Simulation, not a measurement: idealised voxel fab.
The process module that follows is named voxel fin reveal.
The figure presents cross-section cut, which has a width of 200 nm and is divided into square cells with an edge length of 5 nm.
Heads up, the way a cross-section reads in here is a grid of square cells, handed over as bands from the top down, with every band being one or more rows of cells. Read a band's entry like this: the first values are the height of its top and the height of its bottom in nm, and what follows is the sequence of materials from left to right, each with its width in nm. Note that "blank" is empty space, and that a single material marked "full width" reaches across the band from edge to edge. All heights in this document are referenced to 0, defined as the level beneath which the wafer, as received, consists entirely of one material. The lowest band is not bounded below; it extends indefinitely downward and is written in the form "z 0 and below". The notation "30 to 40" denotes a width that varies across the rows of cells in the band, beginning at the first number in the top row, finishing at the second number in the bottom row, and changing by an identical amount from each row to the next. "no modifications" means the step left every cell of the cross-section as it was. This entry, "Entrapped voids", enumerates those empty regions of no fewer than 8 cells that possess no open connection to the top. Each region is reported in the form width x height at distance, the distance being taken from the left edge, with all three quantities expressed in nm. On each step's line, the part that comes after the settings is the simulator's own comment on the step. overlay nm, on a step with a mask: how far to the right of its planned place the mask lay; to the left if negative.

THE PROCESS STEPS THAT WERE PLANNED ARE LISTED BELOW
| 1 | op RECEIVE | material Si |
| 2 | op CONFORMAL_DEP | material SiN | thk nm 5 |
| 3 | op MASKED_ETCH | tone cover | mask id FINS | width nm 15 | pitch nm 40 | etch materials SiN | depth nm 5 | overlay nm -15 |
| 4 | op MASKED_ETCH | tone cover | mask id FINS | width nm 15 | pitch nm 40 | etch materials Si | depth nm 40 | overlay nm 0 |
| 5 | op OXIDIZE | depth nm 5 |
| 6 | op FILL_DEP | material SiO2 | thk nm 5 |
| 7 | op CMP | height nm 5 |
| 8 | op SELECTIVE_ETCH | etch materials SiO2 | depth nm 20 |
| 9 | op STRIP | etch materials SiN |
Same starting wafers, different overlay nm at step 3. Plan value belongs to the first wafer.

THIS IS HOW THE FIRST OF SEVERAL WAFERS LOOKED IN CROSS-SECTION WHEN IT ARRIVED, WHICH IS AFTER STEP 1
	z 0 and below: Si full width
	Entrapped voids: none

FIRST WAFER OF SEVERAL, CROSS-SECTION, MODULE END, AFTER STEP 9 (LAST)
	z 0 to -5: 40 of blank, then 5 of Si, then 35 of blank, then 5 of Si, then 35 of blank, then 5 of Si, then 75 of blank
	z -5 to -15: 40 of blank, then 20 of Si, then 20 of blank, then 20 of Si, then 20 of blank, then 20 of Si, then 60 of blank
	z -15 to -45: 40 of SiO2, then 20 of Si, then 20 of SiO2, then 20 of Si, then 20 of SiO2, then 20 of Si, then 60 of SiO2
	z -45 and below: Si full width
	Entrapped voids: none

LAST-WAFER CROSS-SECTION AT THE END OF THE MODULE
	z 0 to -5: 70 of blank, then 5 of Si, then 35 of blank, then 5 of Si, then 35 of blank, then 5 of Si, then 45 of blank
	z -5 to -15: 55 of blank, then 20 of Si, then 20 of blank, then 20 of Si, then 20 of blank, then 20 of Si, then 45 of blank
	z -15 to -45: 55 of SiO2, then 20 of Si, then 20 of SiO2, then 20 of Si, then 20 of SiO2, then 20 of Si, then 45 of SiO2
	z -45 and below: Si full width
	Entrapped voids: none

BELOW: A ROW PER WAFER. CONTENTS AT END OF MODULE: FOR EVERY MATERIAL, CELLS GAINED SINCE RECEIPT (+) OR LOST SINCE RECEIPT (-); THEN CLOSED VOIDS
overlay nm -15 | -261 Si | +168 SiO2 | Entrapped voids: none
overlay nm -10 | -285 Si | +186 SiO2 | Entrapped voids: none
overlay nm -5 | -309 Si | +204 SiO2 | Entrapped voids: none
overlay nm 0 | -333 Si | +222 SiO2 | Entrapped voids: none
overlay nm 5 | -309 Si | +204 SiO2 | Entrapped voids: none
overlay nm 10 | -285 Si | +186 SiO2 | Entrapped voids: none
overlay nm 15 | -261 Si | +168 SiO2 | Entrapped voids: none
